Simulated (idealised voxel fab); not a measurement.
This section sets out a process module, namely voxel wiring stack.
Cross-sectional view cut (width: 150 nm; square cell size: 5 nm).
This document writes a cross-section as a grid whose cells are square, and gives it as bands, listed from the top down; one or more rows of cells form a band.
Band: top and bottom heights (nm) first, top before bottom; then materials from left to right, widths in nm. "everywhere" marks a sole material filling the band edge to edge. "air" denotes empty space.
For the purposes of this specification, 0 denotes the height below which the wafer in its as-received condition is composed wholly of one material, and the lowermost band, lacking a lower limit, extends downward without end, as expressed in "top 0, no bottom".
Width spec "30 to 40" -> top row of cells at first value, bottom row at second value, equal per-row change in between.
For the purposes of this document, the phrase "stayed the same" attached to a step denotes that no cell within the cross-section was modified by that step.
Under "Enclosed cavity list" you'll find the enclosed gaps, the ones with no way out to the top, that are 8 cells or bigger; each reads width x height at distance, with distance counted from the left edge, everything in nm.
It should be noted that, on the line of a given step, the content following the step's settings is a remark produced by the simulator itself with respect to that step.
overlay nm: how far to the right of its planned place the mask lay on this masked step (negative: to the left).
The following list gives the planned process steps
| 1 | RECEIVE: material Si |
| 2 | CONFORMAL_DEP: material SiO2, thk nm 10 |
| 3 | DIRECTIONAL_DEP: material TiN, thk nm 5 |
| 4 | DIRECTIONAL_DEP: material W, thk nm 20 |
| 5 | DIRECTIONAL_DEP: material aC, thk nm 15 |
| 6 | PATTERN: tone cover, mask id METAL_1, material resist, width nm 30, pitch nm 50, thk nm 30, overlay nm 0 |
| 7 | DIRECTIONAL_ETCH: etch materials aC, depth nm 15 |
| 8 | STRIP: etch materials resist |
| 9 | DIRECTIONAL_ETCH: etch materials W, depth nm 20 |
| 10 | DIRECTIONAL_ETCH: etch materials TiN, depth nm 5 |
| 11 | STRIP: etch materials aC |
| 12 | CONFORMAL_DEP: material SiCN, thk nm 5 |
| 13 | FILL_DEP: material SiO2, thk nm 5 |
| 14 | CMP: height nm 35 |
| 15 | CONFORMAL_DEP: material SiCN, thk nm 5 |
| 16 | DIRECTIONAL_DEP: material lowk, thk nm 20 |
| 17 | MASKED_ETCH: tone open, mask id PLUG_1, width nm 15, etch materials lowk, depth nm 20, overlay nm 0 |
| 18 | MASKED_ETCH: tone open, mask id PLUG_1, width nm 15, etch materials SiCN, depth nm 5, overlay nm 0 |
| 19 | CONFORMAL_DEP: material TiN, thk nm 5 |
| 20 | FILL_DEP: material Cu, thk nm 5 |
| 21 | CMP: height nm 60 |
| 22 | CONFORMAL_DEP: material SiCN, thk nm 5 |
| 23 | DIRECTIONAL_DEP: material lowk, thk nm 20 |
| 24 | MASKED_ETCH: tone open, mask id METAL_2, width nm 30, pitch nm 50, etch materials lowk, depth nm 20, overlay nm 0 |
| 25 | MASKED_ETCH: tone open, mask id METAL_2, width nm 30, pitch nm 50, etch materials SiCN, depth nm 5, overlay nm 0 |
| 26 | CONFORMAL_DEP: material TiN, thk nm 5 |
| 27 | FILL_DEP: material Ru, thk nm 5 |
| 28 | CMP: height nm 85 |
| 29 | CONFORMAL_DEP: material SiCN, thk nm 5 |
| 30 | DIRECTIONAL_DEP: material SiO2, thk nm 10 |
| 31 | PATTERN: tone open, mask id PLUG_2, material resist, width nm 15, pitch nm 50, thk nm 20, overlay nm 0 |
| 32 | DIRECTIONAL_ETCH: etch materials SiO2, depth nm 10 |
| 33 | DIRECTIONAL_ETCH: etch materials SiCN, depth nm 5 |
| 34 | STRIP: etch materials resist |
| 35 | CONFORMAL_DEP: material TiN, thk nm 5 |
| 36 | FILL_DEP: material Ru, thk nm 10 |
| 37 | CMP: height nm 100 |
| 38 | CONFORMAL_DEP: material SiN, thk nm 5 |
| 39 | DIRECTIONAL_DEP: material SiO2, thk nm 25 |
| 40 | PATTERN: tone open, mask id METAL_3, material resist, width nm 30, pitch nm 50, thk nm 20, overlay nm 0 |
| 41 | DIRECTIONAL_ETCH: etch materials SiO2, depth nm 25 |
| 42 | DIRECTIONAL_ETCH: etch materials SiN, depth nm 5 |
| 43 | STRIP: etch materials resist |
| 44 | CONFORMAL_DEP: material TiN, thk nm 5 |
| 45 | FILL_DEP: material Cu, thk nm 5 |
| 46 | CMP: height nm 130 |
| 47 | CONFORMAL_DEP: material SiCN, thk nm 5 |
As received, after step 1
top 0, no bottom = Si everywhere
Enclosed cavity list: none
Wafer cross-section at module end: first of two, run to plan
top 135, bottom 130 = SiCN everywhere
top 130, bottom 105 = SiO2 35, then TiN 5, then Cu 20, then TiN 5, then SiO2 20, then TiN 5, then Cu 20, then TiN 5, then SiO2 35
top 105, bottom 100 = SiN 35, then TiN 30, then SiN 20, then TiN 30, then SiN 35
top 100, bottom 90 = SiO2 35, then TiN 5, then Ru 5, then TiN 5, then SiO2 35, then TiN 5, then Ru 5, then TiN 5, then SiO2 50
top 90, bottom 85 = SiCN 35, then TiN 15, then SiCN 35, then TiN 15, then SiCN 50
top 85, bottom 65 = lowk 35, then TiN 5, then Ru 20, then TiN 5, then lowk 20, then TiN 5, then Ru 20, then TiN 5, then lowk 35
top 65, bottom 60 = SiCN 35, then TiN 30, then SiCN 20, then TiN 30, then SiCN 35
top 60, bottom 40 = lowk 35, then TiN 5, then Cu 5, then TiN 5, then lowk 100
top 40, bottom 35 = SiCN 35, then TiN 15, then SiCN 100
top 35, bottom 15 = SiO2 30, then SiCN 5, then W 30, then SiCN 5, then SiO2 10, then SiCN 5, then W 30, then SiCN 5, then SiO2 30
top 15, bottom 10 = SiCN 35, then TiN 30, then SiCN 20, then TiN 30, then SiCN 35
top 10, bottom 0 = SiO2 everywhere
top 0, no bottom = Si everywhere
Enclosed cavity list: none
Second wafer of the two, sectioned at the end of the module. It began like the first and followed the same plan, but one mistake was made while running it
top 135, bottom 130 = SiCN everywhere
top 130, bottom 105 = SiO2 35, then TiN 5, then Cu 20, then TiN 5, then SiO2 20, then TiN 5, then Cu 20, then TiN 5, then SiO2 35
top 105, bottom 100 = SiN 35, then TiN 30, then SiN 20, then TiN 30, then SiN 35
top 100, bottom 90 = SiO2 35, then TiN 5, then Ru 5, then TiN 5, then SiO2 35, then TiN 5, then Ru 5, then TiN 5, then SiO2 50
top 90, bottom 85 = SiCN 35, then TiN 15, then SiCN 35, then TiN 15, then SiCN 50
top 85, bottom 65 = lowk 35, then TiN 5, then Ru 20, then TiN 5, then lowk 20, then TiN 5, then Ru 20, then TiN 5, then lowk 35
top 65, bottom 60 = SiCN 35, then TiN 30, then SiCN 20, then TiN 30, then SiCN 35
top 60, bottom 45 = lowk 35, then TiN 5, then Cu 5, then TiN 5, then lowk 100
top 45, bottom 40 = lowk 35, then TiN 15, then lowk 100
top 40, bottom 35 = SiO2 everywhere
top 35, bottom 15 = SiO2 30, then SiCN 5, then W 30, then SiCN 5, then SiO2 10, then SiCN 5, then W 30, then SiCN 5, then SiO2 30
top 15, bottom 10 = SiCN 35, then TiN 30, then SiCN 20, then TiN 30, then SiCN 35
top 10, bottom 0 = SiO2 everywhere
top 0, no bottom = Si everywhere
Enclosed cavity list: none
Nonconformance to the process plan: step 15 did not happen as planned, as run it was CONFORMAL_DEP: material SiO2, thk nm 5
Cell-count delta at end, second wafer over first, by material: Cu: 1 fewer | SiCN: 27 fewer | SiO2: 30 more | TiN: 2 fewer
